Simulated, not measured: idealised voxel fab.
Process module name: voxel transistor to metal
Square cell edge 5 nm, section width 140 nm, ID cut.
Cross-section = grid of square cells, listed top down in bands; band = one or more rows.
The entry gives the band's vertical extent as a top height and a bottom height in nm, then its horizontal make-up as materials from left to right, each with a width in nm. "empty" stands for empty space; a single material marked "throughout" fills the band edge to edge.
Ref level 0: as-received wafer is one material below here. Bottom band extends down with no lower bound ("0..down").
It should be noted that a width expressed as "30->40" varies in equal increments from row to row of cells within the band, taking the value of the first number at the top row and that of the second number at the bottom row.
A step reported as "remained unchanged" is a step in which no cell of the cross-section changed.
Closed empty spaces (no open way to the top) of 8 cells or more are what "Enclosed void entries" lists, each as width x height at distance from the left edge, nm for all three.
On a step's line, text after the settings is the simulator commenting on that step.
"overlay nm" denotes, for a step that has a mask, the displacement of the mask to the right of its planned place, with negative values corresponding to the left.
-- The following list gives the planned process steps
1 RECEIVE: material Si
2 OXIDIZE: depth nm 5
3 CONFORMAL_DEP: material SiN, thk nm 10
4 PATTERN: tone cover, mask id ACTIVE, material resist, width nm 105, thk nm 15, overlay nm 0
5 DIRECTIONAL_ETCH: etch materials SiN, depth nm 10
6 DIRECTIONAL_ETCH: etch materials SiO2, depth nm 5
7 DIRECTIONAL_ETCH: etch materials Si, depth nm 25
8 STRIP: etch materials resist
9 OXIDIZE: depth nm 5
10 FILL_DEP: material SiO2, thk nm 5
11 CMP: height nm 10
12 SELECTIVE_ETCH: etch materials SiO2, depth nm 10
13 STRIP: etch materials SiN
14 SELECTIVE_ETCH: etch materials SiO2, depth nm 5
15 OXIDIZE: depth nm 5
16 DIRECTIONAL_DEP: material polySi, thk nm 25
17 DIRECTIONAL_DEP: material SiCN, thk nm 15
18 PATTERN: tone cover, mask id GATE, material resist, width nm 15, thk nm 20, overlay nm 0
19 DIRECTIONAL_ETCH: etch materials SiCN, depth nm 25
20 DIRECTIONAL_ETCH: etch materials polySi, depth nm 35
21 STRIP: etch materials resist
22 CONFORMAL_DEP: material SiO2, thk nm 5
23 DIRECTIONAL_ETCH: etch materials SiO2, depth nm 5
24 CONFORMAL_DEP: material SiN, thk nm 5
25 DIRECTIONAL_ETCH: etch materials SiN, depth nm 5
26 DIRECTIONAL_ETCH: etch materials SiO2, depth nm 5
27 DIRECTIONAL_ETCH: etch materials Si, depth nm 10
28 EPI: material SiGe, thk nm 10
29 FILL_DEP: material SiO2, thk nm 10
30 CMP: height nm 35
31 DIRECTIONAL_DEP: material SiO2, thk nm 15
32 MASKED_ETCH: tone open, mask id CONTACT, width nm 20, pitch nm 75, etch materials SiO2, depth nm 60, overlay nm 0
33 CONFORMAL_DEP: material TiN, thk nm 5
34 FILL_DEP: material W, thk nm 5
35 CMP: height nm 50
36 CONFORMAL_DEP: material SiN, thk nm 5
37 DIRECTIONAL_DEP: material SiO2, thk nm 25
38 MASKED_ETCH: tone open, mask id METAL_1, width nm 20, pitch nm 75, etch materials SiO2, depth nm 25, overlay nm 0
39 MASKED_ETCH: tone open, mask id METAL_1, width nm 20, pitch nm 75, etch materials SiN, depth nm 5, overlay nm 0
40 CONFORMAL_DEP: material TiN, thk nm 5
41 FILL_DEP: material Cu, thk nm 10
42 CMP: height nm 80
43 CONFORMAL_DEP: material SiCN, thk nm 5
44 DIRECTIONAL_DEP: material SiO2, thk nm 35
45 MASKED_ETCH: tone open, mask id METAL_2_HOLES, width nm 15, pitch nm 75, etch materials SiO2, depth nm 35, overlay nm 0
46 DIRECTIONAL_DEP: material aC, thk nm 15
47 PATTERN: tone open, mask id METAL_2, material resist, width nm 20, pitch nm 75, thk nm 35, overlay nm 0
48 DIRECTIONAL_ETCH: etch materials aC, depth nm 15
49 STRIP: etch materials resist
50 DIRECTIONAL_ETCH: etch materials SiO2, depth nm 20
51 DIRECTIONAL_ETCH: etch materials SiCN, depth nm 5
52 STRIP: etch materials aC
53 CONFORMAL_DEP: material TiN, thk nm 5
54 FILL_DEP: material Ru, thk nm 10
55 CMP: height nm 120
56 CONFORMAL_DEP: material SiN, thk nm 5
-- What follows covers the first of two wafers; it ran as planned
-- The cross-section here shows the wafer as received, i.e. in its state after step 1
* 0..down | Si throughout
* Enclosed void entries: none
-- You're looking at a cross-section of the wafer after step 2
* 0..-5 | SiO2 throughout
* Below -5, no change.
-- You're looking at a cross-section of the wafer after step 3
* 10..0 | SiN throughout
* Below 0, no change.
-- You're looking at a cross-section of the wafer after step 4
* 25..10 | empty 15; resist 105; empty 20
* Below 10, no change.
-- You're looking at a cross-section of the wafer after step 5
* 25..10 | empty 15; resist 105; empty 20
* 10..0 | empty 15; SiN 105; empty 20
* Below 0, no change.
-- You're looking at a cross-section of the wafer after step 6
* 25..10 | empty 15; resist 105; empty 20
* 10..0 | empty 15; SiN 105; empty 20
* 0..-5 | empty 15; SiO2 105; empty 20
* Below -5, no change.
-- You're looking at a cross-section of the wafer after step 7
* 25..10 | empty 15; resist 105; empty 20
* 10..0 | empty 15; SiN 105; empty 20
* 0..-5 | empty 15; SiO2 105; empty 20
* -5..-30 | empty 15; Si 105; empty 20
* Below -30, no change.
-- You're looking at a cross-section of the wafer after step 8
* 10..0 | empty 15; SiN 105; empty 20
* Below 0, no change.
-- You're looking at a cross-section of the wafer after step 9
* 10..0 | empty 15; SiN 105; empty 20
* 0..-5 | empty 15; SiO2 105; empty 20
* -5..-30 | empty 15; SiO2 5; Si 95; SiO2 5; empty 20
* -30..-35 | SiO2 20; Si 95; SiO2 25
* Below -35, no change.
-- You're looking at a cross-section of the wafer after step 10
* 15..10 | SiO2 throughout
* 10..0 | SiO2 15; SiN 105; SiO2 20
* 0..-5 | SiO2 throughout
* -5..-35 | SiO2 20; Si 95; SiO2 25
* Below -35, no change.
-- You're looking at a cross-section of the wafer after step 11
* 10..0 | SiO2 15; SiN 105; SiO2 20
* Below 0, no change.
-- You're looking at a cross-section of the wafer after step 12
* 10..0 | empty 15; SiN 105; empty 20
* Below 0, no change.
-- You're looking at a cross-section of the wafer after step 13
* 0..-5 | SiO2 throughout
* Below -5, no change.
-- You're looking at a cross-section of the wafer after step 14
* -5..-35 | SiO2 20; Si 95; SiO2 25
* Below -35, no change.
-- You're looking at a cross-section of the wafer after step 15
* -5..-10 | SiO2 throughout
* Below -10, no change.
-- You're looking at a cross-section of the wafer after step 16
* 20..-5 | polySi throughout
* Below -5, no change.
-- You're looking at a cross-section of the wafer after step 17
* 35..20 | SiCN throughout
* Below 20, no change.
-- You're looking at a cross-section of the wafer after step 18
* 55..35 | empty 60; resist 15; empty 65
* Below 35, no change.
-- You're looking at a cross-section of the wafer after step 19
* 55..35 | empty 60; resist 15; empty 65
* 35..20 | empty 60; SiCN 15; empty 65
* Below 20, no change.
-- You're looking at a cross-section of the wafer after step 20
* 55..35 | empty 60; resist 15; empty 65
* 35..20 | empty 60; SiCN 15; empty 65
* 20..-5 | empty 60; polySi 15; empty 65
* Below -5, no change.
-- You're looking at a cross-section of the wafer after step 21
* 35..20 | empty 60; SiCN 15; empty 65
* Below 20, no change.
-- You're looking at a cross-section of the wafer after step 22
* 40..35 | empty 55; SiO2 25; empty 60
* 35..20 | empty 55; SiO2 5; SiCN 15; SiO2 5; empty 60
* 20..0 | empty 55; SiO2 5; polySi 15; SiO2 5; empty 60
* 0..-5 | SiO2 60; polySi 15; SiO2 65
* Below -5, no change.
-- You're looking at a cross-section of the wafer after step 23
* 35..20 | empty 55; SiO2 5; SiCN 15; SiO2 5; empty 60
* 20..-5 | empty 55; SiO2 5; polySi 15; SiO2 5; empty 60
* Below -5, no change.
-- You're looking at a cross-section of the wafer after step 24
* 40..35 | empty 50; SiN 35; empty 55
* 35..20 | empty 50; SiN 5; SiO2 5; SiCN 15; SiO2 5; SiN 5; empty 55
* 20..0 | empty 50; SiN 5; SiO2 5; polySi 15; SiO2 5; SiN 5; empty 55
* 0..-5 | SiN 55; SiO2 5; polySi 15; SiO2 5; SiN 60
* Below -5, no change.
-- You're looking at a cross-section of the wafer after step 25
* 35..20 | empty 50; SiN 5; SiO2 5; SiCN 15; SiO2 5; SiN 5; empty 55
* 20..-5 | empty 50; SiN 5; SiO2 5; polySi 15; SiO2 5; SiN 5; empty 55
* Below -5, no change.
-- You're looking at a cross-section of the wafer after step 26
* 35..30 | empty 50; SiN 5; empty 5; SiCN 15; empty 5; SiN 5; empty 55
* 30..20 | empty 50; SiN 5; SiO2 5; SiCN 15; SiO2 5; SiN 5; empty 55
* 20..-5 | empty 50; SiN 5; SiO2 5; polySi 15; SiO2 5; SiN 5; empty 55
* -5..-10 | empty 50; SiO2 35; empty 55
* Below -10, no change.
-- You're looking at a cross-section of the wafer after step 27
* 35..30 | empty 50; SiN 5; empty 5; SiCN 15; empty 5; SiN 5; empty 55
* 30..20 | empty 50; SiN 5; SiO2 5; SiCN 15; SiO2 5; SiN 5; empty 55
* 20..-5 | empty 50; SiN 5; SiO2 5; polySi 15; SiO2 5; SiN 5; empty 55
* -5..-10 | empty 50; SiO2 35; empty 55
* -10..-20 | SiO2 20; empty 30; Si 35; empty 30; SiO2 25
* Below -20, no change.
-- You're looking at a cross-section of the wafer after step 28
* 35..30 | empty 50; SiN 5; empty 5; SiCN 15; empty 5; SiN 5; empty 55
* 30..20 | empty 50; SiN 5; SiO2 5; SiCN 15; SiO2 5; SiN 5; empty 55
* 20..0 | empty 50; SiN 5; SiO2 5; polySi 15; SiO2 5; SiN 5; empty 55
* 0..-5 | empty 40; SiGe 10; SiN 5; SiO2 5; polySi 15; SiO2 5; SiN 5; SiGe 10; empty 45
* -5..-10 | empty 40; SiGe 10; SiO2 35; SiGe 10; empty 45
* -10..-20 | SiO2 20; SiGe 30; Si 35; SiGe 30; SiO2 25
* Below -20, no change.
-- You're looking at a cross-section of the wafer after step 29
* 45..35 | SiO2 throughout
* 35..20 | SiO2 50; SiN 5; SiO2 5; SiCN 15; SiO2 5; SiN 5; SiO2 55
* 20..0 | SiO2 50; SiN 5; SiO2 5; polySi 15; SiO2 5; SiN 5; SiO2 55
* 0..-5 | SiO2 40; SiGe 10; SiN 5; SiO2 5; polySi 15; SiO2 5; SiN 5; SiGe 10; SiO2 45
* -5..-10 | SiO2 40; SiGe 10; SiO2 35; SiGe 10; SiO2 45
* Below -10, no change.
-- You're looking at a cross-section of the wafer after step 30
* 35..20 | SiO2 50; SiN 5; SiO2 5; SiCN 15; SiO2 5; SiN 5; SiO2 55
* Below 20, no change.
-- You're looking at a cross-section of the wafer after step 31
* 50..35 | SiO2 throughout
* Below 35, no change.
-- You're looking at a cross-section of the wafer after step 32
* 50..35 | SiO2 20; empty 20; SiO2 55; empty 20; SiO2 25
* 35..20 | SiO2 20; empty 20; SiO2 10; SiN 5; SiO2 5; SiCN 15; SiO2 5; SiN 5; SiO2 10; empty 20; SiO2 25
* 20..0 | SiO2 20; empty 20; SiO2 10; SiN 5; SiO2 5; polySi 15; SiO2 5; SiN 5; SiO2 10; empty 20; SiO2 25
* 0..-5 | SiO2 20; empty 20; SiGe 10; SiN 5; SiO2 5; polySi 15; SiO2 5; SiN 5; SiGe 10; empty 20; SiO2 25
* -5..-10 | SiO2 20; empty 20; SiGe 10; SiO2 35; SiGe 10; empty 20; SiO2 25
* Below -10, no change.
-- You're looking at a cross-section of the wafer after step 33
* 55..50 | TiN 25; empty 10; TiN 65; empty 10; TiN 30
* 50..35 | SiO2 20; TiN 5; empty 10; TiN 5; SiO2 55; TiN 5; empty 10; TiN 5; SiO2 25
* 35..20 | SiO2 20; TiN 5; empty 10; TiN 5; SiO2 10; SiN 5; SiO2 5; SiCN 15; SiO2 5; SiN 5; SiO2 10; TiN 5; empty 10; TiN 5; SiO2 25
* 20..0 | SiO2 20; TiN 5; empty 10; TiN 5; SiO2 10; SiN 5; SiO2 5; polySi 15; SiO2 5; SiN 5; SiO2 10; TiN 5; empty 10; TiN 5; SiO2 25
* 0..-5 | SiO2 20; TiN 5; empty 10; TiN 5; SiGe 10; SiN 5; SiO2 5; polySi 15; SiO2 5; SiN 5; SiGe 10; TiN 5; empty 10; TiN 5; SiO2 25
* -5..-10 | SiO2 20; TiN 20; SiGe 10; SiO2 35; SiGe 10; TiN 20; SiO2 25
* Below -10, no change.
-- You're looking at a cross-section of the wafer after step 34
* 60..55 | W throughout
* 55..50 | TiN 25; W 10; TiN 65; W 10; TiN 30
* 50..35 | SiO2 20; TiN 5; W 10; TiN 5; SiO2 55; TiN 5; W 10; TiN 5; SiO2 25
* 35..20 | SiO2 20; TiN 5; W 10; TiN 5; SiO2 10; SiN 5; SiO2 5; SiCN 15; SiO2 5; SiN 5; SiO2 10; TiN 5; W 10; TiN 5; SiO2 25
* 20..0 | SiO2 20; TiN 5; W 10; TiN 5; SiO2 10; SiN 5; SiO2 5; polySi 15; SiO2 5; SiN 5; SiO2 10; TiN 5; W 10; TiN 5; SiO2 25
* 0..-5 | SiO2 20; TiN 5; W 10; TiN 5; SiGe 10; SiN 5; SiO2 5; polySi 15; SiO2 5; SiN 5; SiGe 10; TiN 5; W 10; TiN 5; SiO2 25
* Below -5, no change.
-- You're looking at a cross-section of the wafer after step 35
* 50..35 | SiO2 20; TiN 5; W 10; TiN 5; SiO2 55; TiN 5; W 10; TiN 5; SiO2 25
* Below 35, no change.
-- You're looking at a cross-section of the wafer after step 36
* 55..50 | SiN throughout
* Below 50, no change.
-- You're looking at a cross-section of the wafer after step 37
* 80..55 | SiO2 throughout
* Below 55, no change.
-- You're looking at a cross-section of the wafer after step 38
* 80..55 | SiO2 20; empty 20; SiO2 55; empty 20; SiO2 25
* Below 55, no change.
-- You're looking at a cross-section of the wafer after step 39
* 80..55 | SiO2 20; empty 20; SiO2 55; empty 20; SiO2 25
* 55..50 | SiN 20; empty 20; SiN 55; empty 20; SiN 25
* Below 50, no change.
-- You're looking at a cross-section of the wafer after step 40
* 85..80 | TiN 25; empty 10; TiN 65; empty 10; TiN 30
* 80..55 | SiO2 20; TiN 5; empty 10; TiN 5; SiO2 55; TiN 5; empty 10; TiN 5; SiO2 25
* 55..50 | SiN 20; TiN 20; SiN 55; TiN 20; SiN 25
* Below 50, no change.
-- You're looking at a cross-section of the wafer after step 41
* 95..85 | Cu throughout
* 85..80 | TiN 25; Cu 10; TiN 65; Cu 10; TiN 30
* 80..55 | SiO2 20; TiN 5; Cu 10; TiN 5; SiO2 55; TiN 5; Cu 10; TiN 5; SiO2 25
* Below 55, no change.
-- You're looking at a cross-section of the wafer after step 42
* 80..55 | SiO2 20; TiN 5; Cu 10; TiN 5; SiO2 55; TiN 5; Cu 10; TiN 5; SiO2 25
* Below 55, no change.
-- You're looking at a cross-section of the wafer after step 43
* 85..80 | SiCN throughout
* Below 80, no change.
-- You're looking at a cross-section of the wafer after step 44
* 120..85 | SiO2 throughout
* Below 85, no change.
-- You're looking at a cross-section of the wafer after step 45
* 120..85 | SiO2 20; empty 15; SiO2 60; empty 15; SiO2 30
* Below 85, no change.
-- You're looking at a cross-section of the wafer after step 46
* 135..120 | aC 20; empty 15; aC 60; empty 15; aC 30
* 120..100 | SiO2 20; empty 15; SiO2 60; empty 15; SiO2 30
* 100..85 | SiO2 20; aC 15; SiO2 60; aC 15; SiO2 30
* Below 85, no change.
-- You're looking at a cross-section of the wafer after step 47
* 170..135 | resist 20; empty 20; resist 55; empty 20; resist 25
* Below 135, no change.
-- You're looking at a cross-section of the wafer after step 48
* 155..135 | resist 20; empty 20; resist 55; empty 20; resist 25
* 135..120 | aC 20; empty 20; aC 55; empty 20; aC 25
* 120..85 | SiO2 20; empty 15; SiO2 60; empty 15; SiO2 30
* Below 85, no change.
-- You're looking at a cross-section of the wafer after step 49
* 135..120 | aC 20; empty 20; aC 55; empty 20; aC 25
* Below 120, no change.
-- You're looking at a cross-section of the wafer after step 50
* 135..120 | aC 20; empty 20; aC 55; empty 20; aC 25
* 120..100 | SiO2 20; empty 20; SiO2 55; empty 20; SiO2 25
* Below 100, no change.
-- You're looking at a cross-section of the wafer after step 51
* 135..120 | aC 20; empty 20; aC 55; empty 20; aC 25
* 120..100 | SiO2 20; empty 20; SiO2 55; empty 20; SiO2 25
* 100..85 | SiO2 20; empty 15; SiO2 60; empty 15; SiO2 30
* 85..80 | SiCN 20; empty 15; SiCN 60; empty 15; SiCN 30
* Below 80, no change.
-- You're looking at a cross-section of the wafer after step 52
* 120..100 | SiO2 20; empty 20; SiO2 55; empty 20; SiO2 25
* Below 100, no change.
-- You're looking at a cross-section of the wafer after step 53
* 125..120 | TiN 25; empty 10; TiN 65; empty 10; TiN 30
* 120..105 | SiO2 20; TiN 5; empty 10; TiN 5; SiO2 55; TiN 5; empty 10; TiN 5; SiO2 25
* 105..100 | SiO2 20; TiN 5; empty 5; TiN 10; SiO2 55; TiN 5; empty 5; TiN 10; SiO2 25
* 100..85 | SiO2 20; TiN 5; empty 5; TiN 5; SiO2 60; TiN 5; empty 5; TiN 5; SiO2 30
* 85..80 | SiCN 20; TiN 15; SiCN 60; TiN 15; SiCN 30
* Below 80, no change.
-- You're looking at a cross-section of the wafer after step 54
* 135..125 | Ru throughout
* 125..120 | TiN 25; Ru 10; TiN 65; Ru 10; TiN 30
* 120..105 | SiO2 20; TiN 5; Ru 10; TiN 5; SiO2 55; TiN 5; Ru 10; TiN 5; SiO2 25
* 105..100 | SiO2 20; TiN 5; Ru 5; TiN 10; SiO2 55; TiN 5; Ru 5; TiN 10; SiO2 25
* 100..85 | SiO2 20; TiN 5; Ru 5; TiN 5; SiO2 60; TiN 5; Ru 5; TiN 5; SiO2 30
* Below 85, no change.
-- You're looking at a cross-section of the wafer after step 55
* 120..105 | SiO2 20; TiN 5; Ru 10; TiN 5; SiO2 55; TiN 5; Ru 10; TiN 5; SiO2 25
* Below 105, no change.
-- You're looking at a cross-section of the wafer after step 56
* 125..120 | SiN throughout
* Below 120, no change.
-- Second wafer, same starting conditions and recipe as the first, one mistake in executing it, nothing differs from the first up to and including step 38
-- Second wafer: cross-section at the scheduled end of step 39
* 80..55 | SiO2 20; empty 20; SiO2 55; empty 20; SiO2 25
* 55..50 | SiN 30; empty 10; SiN 65; empty 10; SiN 25
* Below 50, no change.
-- Second wafer: cross-section at the scheduled end of step 40
* 85..80 | TiN 25; empty 10; TiN 65; empty 10; TiN 30
* 80..60 | SiO2 20; TiN 5; empty 10; TiN 5; SiO2 55; TiN 5; empty 10; TiN 5; SiO2 25
* 60..55 | SiO2 20; TiN 20; SiO2 55; TiN 20; SiO2 25
* 55..50 | SiN 30; TiN 10; SiN 65; TiN 10; SiN 25
* Below 50, no change.
-- Second wafer: cross-section at the scheduled end of step 41
* 95..85 | Cu throughout
* 85..80 | TiN 25; Cu 10; TiN 65; Cu 10; TiN 30
* 80..60 | SiO2 20; TiN 5; Cu 10; TiN 5; SiO2 55; TiN 5; Cu 10; TiN 5; SiO2 25
* Below 60, no change.
-- Second wafer: cross-section at the scheduled end of step 42
* 80..60 | SiO2 20; TiN 5; Cu 10; TiN 5; SiO2 55; TiN 5; Cu 10; TiN 5; SiO2 25
* Below 60, no change.
-- Second wafer: cross-section at the scheduled end of step 43
* 85..80 | SiCN throughout
* Below 80, no change.
-- Second wafer: cross-section at the scheduled end of step 44
* 120..85 | SiO2 throughout
* Below 85, no change.
-- Second wafer: cross-section at the scheduled end of step 45
* 120..85 | SiO2 20; empty 15; SiO2 60; empty 15; SiO2 30
* Below 85, no change.
-- Second wafer: cross-section at the scheduled end of step 46
* 135..120 | aC 20; empty 15; aC 60; empty 15; aC 30
* 120..100 | SiO2 20; empty 15; SiO2 60; empty 15; SiO2 30
* 100..85 | SiO2 20; aC 15; SiO2 60; aC 15; SiO2 30
* Below 85, no change.
-- Second wafer: cross-section at the scheduled end of step 47
* 170..135 | resist 20; empty 20; resist 55; empty 20; resist 25
* Below 135, no change.
-- Second wafer: cross-section at the scheduled end of step 48
* 155..135 | resist 20; empty 20; resist 55; empty 20; resist 25
* 135..120 | aC 20; empty 20; aC 55; empty 20; aC 25
* 120..85 | SiO2 20; empty 15; SiO2 60; empty 15; SiO2 30
* Below 85, no change.
-- Second wafer: cross-section at the scheduled end of step 49
* 135..120 | aC 20; empty 20; aC 55; empty 20; aC 25
* Below 120, no change.
-- Second wafer: cross-section at the scheduled end of step 50
* 135..120 | aC 20; empty 20; aC 55; empty 20; aC 25
* 120..100 | SiO2 20; empty 20; SiO2 55; empty 20; SiO2 25
* Below 100, no change.
-- Second wafer: cross-section at the scheduled end of step 51
* 135..120 | aC 20; empty 20; aC 55; empty 20; aC 25
* 120..100 | SiO2 20; empty 20; SiO2 55; empty 20; SiO2 25
* 100..85 | SiO2 20; empty 15; SiO2 60; empty 15; SiO2 30
* 85..80 | SiCN 20; empty 15; SiCN 60; empty 15; SiCN 30
* Below 80, no change.
-- Second wafer: cross-section at the scheduled end of step 52
* 120..100 | SiO2 20; empty 20; SiO2 55; empty 20; SiO2 25
* Below 100, no change.
-- Second wafer: cross-section at the scheduled end of step 53
* 125..120 | TiN 25; empty 10; TiN 65; empty 10; TiN 30
* 120..105 | SiO2 20; TiN 5; empty 10; TiN 5; SiO2 55; TiN 5; empty 10; TiN 5; SiO2 25
* 105..100 | SiO2 20; TiN 5; empty 5; TiN 10; SiO2 55; TiN 5; empty 5; TiN 10; SiO2 25
* 100..85 | SiO2 20; TiN 5; empty 5; TiN 5; SiO2 60; TiN 5; empty 5; TiN 5; SiO2 30
* 85..80 | SiCN 20; TiN 15; SiCN 60; TiN 15; SiCN 30
* Below 80, no change.
-- Second wafer: cross-section at the scheduled end of step 54
* 135..125 | Ru throughout
* 125..120 | TiN 25; Ru 10; TiN 65; Ru 10; TiN 30
* 120..105 | SiO2 20; TiN 5; Ru 10; TiN 5; SiO2 55; TiN 5; Ru 10; TiN 5; SiO2 25
* 105..100 | SiO2 20; TiN 5; Ru 5; TiN 10; SiO2 55; TiN 5; Ru 5; TiN 10; SiO2 25
* 100..85 | SiO2 20; TiN 5; Ru 5; TiN 5; SiO2 60; TiN 5; Ru 5; TiN 5; SiO2 30
* Below 85, no change.
-- Second wafer: cross-section at the scheduled end of step 55
* 120..105 | SiO2 20; TiN 5; Ru 10; TiN 5; SiO2 55; TiN 5; Ru 10; TiN 5; SiO2 25
* Below 105, no change.
-- Second wafer: cross-section at the scheduled end of step 56
* 125..120 | SiN throughout
* Below 120, no change.
Run error: it should be noted that step 39 was executed with settings other than those planned, the operation and settings actually applied being MASKED_ETCH: tone open, mask id METAL_1, width nm 20, pitch nm 75, etch materials SiN, depth nm 5, overlay nm 10
Once processing is complete, comparing cell counts shows that the second wafer has more or fewer of certain materials than the first: Cu -4; SiN +4
